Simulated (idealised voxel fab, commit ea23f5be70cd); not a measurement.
Process module in this document: voxel self aligned vias
Square cells of 5 nm make up the cross-section cut, whose width is 145 nm.
Cross-section format: a grid of square cells, given as bands from top to bottom; each band is one or more rows of cells. For a band, the entry starts with two heights in nm, that of the top and then that of the bottom, and carries on with the band's materials in order from left to right, each alongside its width in nm; the word "full width" beside a single material means it fills the band edge to edge, and "blank" means empty space. Note: height 0 marks the level under which the wafer is uniformly one material as received. Lowest band unbounded below, written "z 0 and below". Graded width ("30..40"): value in top row of band = first number; value in bottom row = second number; row-to-row change constant. "nothing changed", as given for a step, is the statement that not any cell of the cross-section underwent a change during that step. The list in "Tabulated closed voids" covers empty spaces of 8 cells or more that cannot reach the top through any open way, and it gives each as width x height at distance; the distance is from the left edge, and width, height and distance are in nm. It should be noted that, on the line of a given step, the content following the step's settings is a remark produced by the simulator itself with respect to that step. The setting "overlay nm" may be written on the line of a step. When the step uses a mask, the value reports how far to the right of the planned place the mask lay, and a negative value reports that it lay to the left.
The steps planned for the process are as follows
1,op RECEIVE | material Si
2,op CONFORMAL_DEP | material SiO2 | thk nm 15
3,op CONFORMAL_DEP | material SiCN | thk nm 5
4,op DIRECTIONAL_DEP | material lowk | thk nm 25
5,op MASKED_ETCH | tone open | mask id LINES | width nm 25 | pitch nm 65 | etch materials lowk | depth nm 25 | overlay nm 0
6,op CONFORMAL_DEP | material TiN | thk nm 5
7,op FILL_DEP | material Ru | thk nm 5
8,op CMP | height nm 45
9,op SELECTIVE_ETCH | etch materials W Ru TiN | depth nm 10
10,op FILL_DEP | material SiN | thk nm 5
11,op CMP | height nm 45
12,op DIRECTIONAL_DEP | material lowk | thk nm 20
13,op DIRECTIONAL_DEP | material aC | thk nm 15
14,op PATTERN | tone open | mask id VIAS | material resist | width nm 45 | thk nm 35 | overlay nm 0
15,op DIRECTIONAL_ETCH | etch materials aC | depth nm 15
16,op STRIP | etch materials resist
17,op DIRECTIONAL_ETCH | etch materials lowk | depth nm 20
18,op DIRECTIONAL_ETCH | etch materials SiN | depth nm 10
19,op STRIP | etch materials aC
20,op CONFORMAL_DEP | material TiN | thk nm 5
21,op FILL_DEP | material W | thk nm 10
22,op CMP | height nm 65
23,op CONFORMAL_DEP | material SiN | thk nm 5
Split variable: overlay nm, step 14. Plan value = first wafer. Wafers start alike.
Received condition of the first of several wafers, sectioned: post-step 1
* z 0 and below = Si full width
* Tabulated closed voids: none
The table below has one row for each wafer; a row shows, as of the end of the module, how many cells of each material the wafer has gained, marked (+), or lost, marked (-), since it was received, and then the wafer's closed voids
overlay nm 0, +12 Ru, +29 SiCN, +39 SiN, +87 SiO2, +37 TiN, +27 W, +175 lowk, Tabulated closed voids: none
overlay nm 5, +12 Ru, +29 SiCN, +39 SiN, +87 SiO2, +37 TiN, +27 W, +175 lowk, Tabulated closed voids: none
overlay nm 10, +12 Ru, +29 SiCN, +39 SiN, +87 SiO2, +37 TiN, +27 W, +175 lowk, Tabulated closed voids: none
overlay nm 15, +12 Ru, +29 SiCN, +41 SiN, +87 SiO2, +37 TiN, +25 W, +175 lowk, Tabulated closed voids: none
